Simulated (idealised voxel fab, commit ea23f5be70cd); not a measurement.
process module | voxel self aligned vias
cross-section cut | 225 nm wide | cells 5 nm
A cross-section is a grid of square cells, given in bands from the top down. A band is one or more rows of cells.
Each band's line starts with the height of the band's top and of its bottom, in nm. Then come its materials from left to right, each with its width in nm. One material with "throughout" fills the band from edge to edge. "air" is empty space.
Height 0 is the level under which the wafer as received is all one material. The lowest band goes on downwards, as in "0 down".
A width such as "30 to 40" changes by the same amount from each row of cells to the next, from the band's top row to its bottom row.
"no change" after a step means that no cell of the cross-section changed.
closed voids: empty space of 8 cells or more with no open way to the top, each as width x height at its distance from the left edge, in nm
after a step's settings: what the simulator itself notes on the step
overlay nm, on a step with a mask: how far to the right of its planned place the mask lay; to the left if negative
plan
1 op RECEIVE | material Si
2 op CONFORMAL_DEP | material SiO2 | thk nm 10
3 op CONFORMAL_DEP | material SiCN | thk nm 5
4 op DIRECTIONAL_DEP | material lowk | thk nm 20
5 op DIRECTIONAL_DEP | material aC | thk nm 10
6 op PATTERN | tone open | mask id LINES | material resist | width nm 20 | pitch nm 55 | thk nm 25 | overlay nm 0
7 op DIRECTIONAL_ETCH | etch materials aC | depth nm 10
8 op STRIP | etch materials resist
9 op DIRECTIONAL_ETCH | etch materials lowk | depth nm 20
10 op STRIP | etch materials aC
11 op CONFORMAL_DEP | material TiN | thk nm 5
12 op FILL_DEP | material Ru | thk nm 10
13 op CMP | height nm 35
14 op SELECTIVE_ETCH | etch materials W Ru TiN | depth nm 5
15 op FILL_DEP | material SiN | thk nm 10
16 op CMP | height nm 35
17 op DIRECTIONAL_DEP | material lowk | thk nm 15
18 op DIRECTIONAL_DEP | material aC | thk nm 10
19 op PATTERN | tone open | mask id VIAS | material resist | width nm 40 | pitch nm 110 | thk nm 25 | overlay nm 0
20 op DIRECTIONAL_ETCH | etch materials aC | depth nm 10
21 op STRIP | etch materials resist
22 op DIRECTIONAL_ETCH | etch materials lowk | depth nm 15
23 op DIRECTIONAL_ETCH | etch materials SiN | depth nm 5
24 op STRIP | etch materials aC
25 op CONFORMAL_DEP | material TiN | thk nm 5
26 op FILL_DEP | material Ru | thk nm 10
27 op CMP | height nm 50
28 op CONFORMAL_DEP | material SiCN | thk nm 5
first wafer, as planned
as received, after step 1
  0 down: Si throughout
  closed voids: none
after step 2
  10 to 0: SiO2 throughout
  below 0: unchanged
after step 3
  15 to 10: SiCN throughout
  below 10: unchanged
after step 4
  35 to 15: lowk throughout
  below 15: unchanged
after step 5
  45 to 35: aC throughout
  below 35: unchanged
after step 6
  70 to 45: resist 45 | air 20 | resist 35 | air 20 | resist 35 | air 20 | resist 50
  below 45: unchanged
after step 7
  60 to 45: resist 45 | air 20 | resist 35 | air 20 | resist 35 | air 20 | resist 50
  45 to 35: aC 45 | air 20 | aC 35 | air 20 | aC 35 | air 20 | aC 50
  below 35: unchanged
after step 8
  45 to 35: aC 45 | air 20 | aC 35 | air 20 | aC 35 | air 20 | aC 50
  below 35: unchanged
after step 9
  45 to 35: aC 45 | air 20 | aC 35 | air 20 | aC 35 | air 20 | aC 50
  35 to 15: lowk 45 | air 20 | lowk 35 | air 20 | lowk 35 | air 20 | lowk 50
  below 15: unchanged
after step 10
  35 to 15: lowk 45 | air 20 | lowk 35 | air 20 | lowk 35 | air 20 | lowk 50
  below 15: unchanged
after step 11
  40 to 35: TiN 50 | air 10 | TiN 45 | air 10 | TiN 45 | air 10 | TiN 55
  35 to 20: lowk 45 | TiN 5 | air 10 | TiN 5 | lowk 35 | TiN 5 | air 10 | TiN 5 | lowk 35 | TiN 5 | air 10 | TiN 5 | lowk 50
  20 to 15: lowk 45 | TiN 20 | lowk 35 | TiN 20 | lowk 35 | TiN 20 | lowk 50
  below 15: unchanged
after step 12
  50 to 40: Ru throughout
  40 to 35: TiN 50 | Ru 10 | TiN 45 | Ru 10 | TiN 45 | Ru 10 | TiN 55
  35 to 20: lowk 45 | TiN 5 | Ru 10 | TiN 5 | lowk 35 | TiN 5 | Ru 10 | TiN 5 | lowk 35 | TiN 5 | Ru 10 | TiN 5 | lowk 50
  below 20: unchanged
after step 13
  35 to 20: lowk 45 | TiN 5 | Ru 10 | TiN 5 | lowk 35 | TiN 5 | Ru 10 | TiN 5 | lowk 35 | TiN 5 | Ru 10 | TiN 5 | lowk 50
  below 20: unchanged
after step 14
  35 to 30: lowk 45 | air 20 | lowk 35 | air 20 | lowk 35 | air 20 | lowk 50
  below 30: unchanged
after step 15
  45 to 35: SiN throughout
  35 to 30: lowk 45 | SiN 20 | lowk 35 | SiN 20 | lowk 35 | SiN 20 | lowk 50
  below 30: unchanged
after step 16
  35 to 30: lowk 45 | SiN 20 | lowk 35 | SiN 20 | lowk 35 | SiN 20 | lowk 50
  below 30: unchanged
after step 17
  50 to 35: lowk throughout
  below 35: unchanged
after step 18
  60 to 50: aC throughout
  below 50: unchanged
after step 19
  85 to 60: resist 35 | air 40 | resist 70 | air 40 | resist 40
  below 60: unchanged
after step 20
  75 to 60: resist 35 | air 40 | resist 70 | air 40 | resist 40
  60 to 50: aC 35 | air 40 | aC 70 | air 40 | aC 40
  below 50: unchanged
after step 21
  60 to 50: aC 35 | air 40 | aC 70 | air 40 | aC 40
  below 50: unchanged
after step 22
  60 to 50: aC 35 | air 40 | aC 70 | air 40 | aC 40
  50 to 35: lowk 35 | air 40 | lowk 70 | air 40 | lowk 40
  below 35: unchanged
after step 23
  60 to 50: aC 35 | air 40 | aC 70 | air 40 | aC 40
  50 to 35: lowk 35 | air 40 | lowk 70 | air 40 | lowk 40
  35 to 30: lowk 45 | air 20 | lowk 35 | SiN 20 | lowk 35 | air 20 | lowk 50
  below 30: unchanged
after step 24
  50 to 35: lowk 35 | air 40 | lowk 70 | air 40 | lowk 40
  below 35: unchanged
after step 25
  55 to 50: TiN 40 | air 30 | TiN 80 | air 30 | TiN 45
  50 to 40: lowk 35 | TiN 5 | air 30 | TiN 5 | lowk 70 | TiN 5 | air 30 | TiN 5 | lowk 40
  40 to 35: lowk 35 | TiN 15 | air 10 | TiN 15 | lowk 70 | TiN 15 | air 10 | TiN 15 | lowk 40
  35 to 30: lowk 45 | TiN 20 | lowk 35 | SiN 20 | lowk 35 | TiN 20 | lowk 50
  below 30: unchanged
after step 26
  65 to 55: Ru throughout
  55 to 50: TiN 40 | Ru 30 | TiN 80 | Ru 30 | TiN 45
  50 to 40: lowk 35 | TiN 5 | Ru 30 | TiN 5 | lowk 70 | TiN 5 | Ru 30 | TiN 5 | lowk 40
  40 to 35: lowk 35 | TiN 15 | Ru 10 | TiN 15 | lowk 70 | TiN 15 | Ru 10 | TiN 15 | lowk 40
  below 35: unchanged
after step 27
  50 to 40: lowk 35 | TiN 5 | Ru 30 | TiN 5 | lowk 70 | TiN 5 | Ru 30 | TiN 5 | lowk 40
  below 40: unchanged
after step 28
  55 to 50: SiCN throughout
  below 50: unchanged
second wafer: like start, like plan, one mistake. Through step 21 it matches the first wafer
when step 22 should have ended
  60 to 50: aC 35 | air 40 | aC 70 | air 40 | aC 40
  50 to 35: lowk 35 | air 40 | lowk 70 | air 40 | lowk 40
  35 to 30: lowk 35 | air 10 | SiN 20 | air 10 | lowk 25 | SiN 20 | lowk 25 | air 10 | SiN 20 | air 10 | lowk 40
  30 to 20: lowk 35 | air 10 | TiN 5 | Ru 10 | TiN 5 | air 10 | lowk 25 | TiN 5 | Ru 10 | TiN 5 | lowk 25 | air 10 | TiN 5 | Ru 10 | TiN 5 | air 10 | lowk 40
  below 20: unchanged
when step 23 should have ended
  60 to 50: aC 35 | air 40 | aC 70 | air 40 | aC 40
  50 to 35: lowk 35 | air 40 | lowk 70 | air 40 | lowk 40
  35 to 30: lowk 35 | air 40 | lowk 25 | SiN 20 | lowk 25 | air 40 | lowk 40
  below 30: unchanged
when step 24 should have ended
  50 to 35: lowk 35 | air 40 | lowk 70 | air 40 | lowk 40
  below 35: unchanged
when step 25 should have ended
  55 to 50: TiN 40 | air 30 | TiN 80 | air 30 | TiN 45
  50 to 35: lowk 35 | TiN 5 | air 30 | TiN 5 | lowk 70 | TiN 5 | air 30 | TiN 5 | lowk 40
  35 to 30: lowk 35 | TiN 40 | lowk 25 | SiN 20 | lowk 25 | TiN 40 | lowk 40
  30 to 20: lowk 35 | TiN 15 | Ru 10 | TiN 15 | lowk 25 | TiN 5 | Ru 10 | TiN 5 | lowk 25 | TiN 15 | Ru 10 | TiN 15 | lowk 40
  below 20: unchanged
when step 26 should have ended
  65 to 55: Ru throughout
  55 to 50: TiN 40 | Ru 30 | TiN 80 | Ru 30 | TiN 45
  50 to 35: lowk 35 | TiN 5 | Ru 30 | TiN 5 | lowk 70 | TiN 5 | Ru 30 | TiN 5 | lowk 40
  below 35: unchanged
when step 27 should have ended
  50 to 35: lowk 35 | TiN 5 | Ru 30 | TiN 5 | lowk 70 | TiN 5 | Ru 30 | TiN 5 | lowk 40
  below 35: unchanged
when step 28 should have ended
  55 to 50: SiCN throughout
  below 50: unchanged
what went wrong: step 22 was run twice
at the end the second wafer has, in cells: 8 more of Ru | 16 more of TiN | 24 fewer of lowk
